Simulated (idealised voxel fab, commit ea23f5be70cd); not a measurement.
Process module in this document: voxel lift off
285 nm wide, 5 nm square cells: that's cross-section cut.
Cross-section format: a grid of square cells, given as bands from top to bottom; each band is one or more rows of cells. Band: top and bottom heights (nm) first, top before bottom; then materials from left to right, widths in nm. "everywhere" marks a sole material filling the band edge to edge. "air" denotes empty space. It should be noted that heights are counted from 0, beneath which the wafer as supplied is of one material throughout, and that the lowest band possesses no lower boundary but continues downward, as written in "0 down". The two numbers in a width such as "30..40" mark its ends across the band: the first belongs to the top row of cells, the second to the bottom row, and from each row to the next the width moves by the same amount. A step reported as "nothing different" is a step in which no cell of the cross-section changed. "Voids, sealed" enumerates empty spaces isolated from the top, with no open way to it, that contain at least 8 cells, giving each as width x height at distance from the left edge, all three in nm. Post-settings text on a step line: simulator's own remark regarding the step. When a step includes a mask, the "overlay nm" setting on its line states how far to the right of its planned place that mask lay, and negative values state how far to the left.

### plan
1) RECEIVE (material Si)
2) CONFORMAL_DEP (material SiO2; thk nm 15)
3) PATTERN (tone open; mask id LINES; material resist; width nm 15; pitch nm 40; thk nm 15; overlay nm 0)
4) DIRECTIONAL_DEP (material Ru; thk nm 5)
5) STRIP (etch materials resist)
6) CONFORMAL_DEP (material SiCN; thk nm 10)

### Incoming wafer, cross-sectional view, post step 1
> 0 down  Si everywhere
> Voids, sealed: none

### As-planned run: cross-section of the first of two wafers at end of module
> 30 to 25  65 air, 35 SiCN, 5 air, 35 SiCN, 5 air, 35 SiCN, 5 air, 35 SiCN, 65 air
> 25 to 20  SiCN everywhere
> 20 to 15  75 SiCN, 15 Ru, 25 SiCN, 15 Ru, 25 SiCN, 15 Ru, 25 SiCN, 15 Ru, 75 SiCN
> 15 to 0  SiO2 everywhere
> 0 down  Si everywhere
> Voids, sealed: none

### Wafer two, sectioned after the module: the first wafer's start, the first wafer's plan, and one mistake in how it was run
> 25 to 15  SiCN everywhere
> 15 to 0  SiO2 everywhere
> 0 down  Si everywhere
> Voids, sealed: none
The plan and the run diverged here: step 4 was left out
Counted in cells at the end, the second wafer holds more or fewer of these materials than the first: Ru -12, SiCN -16
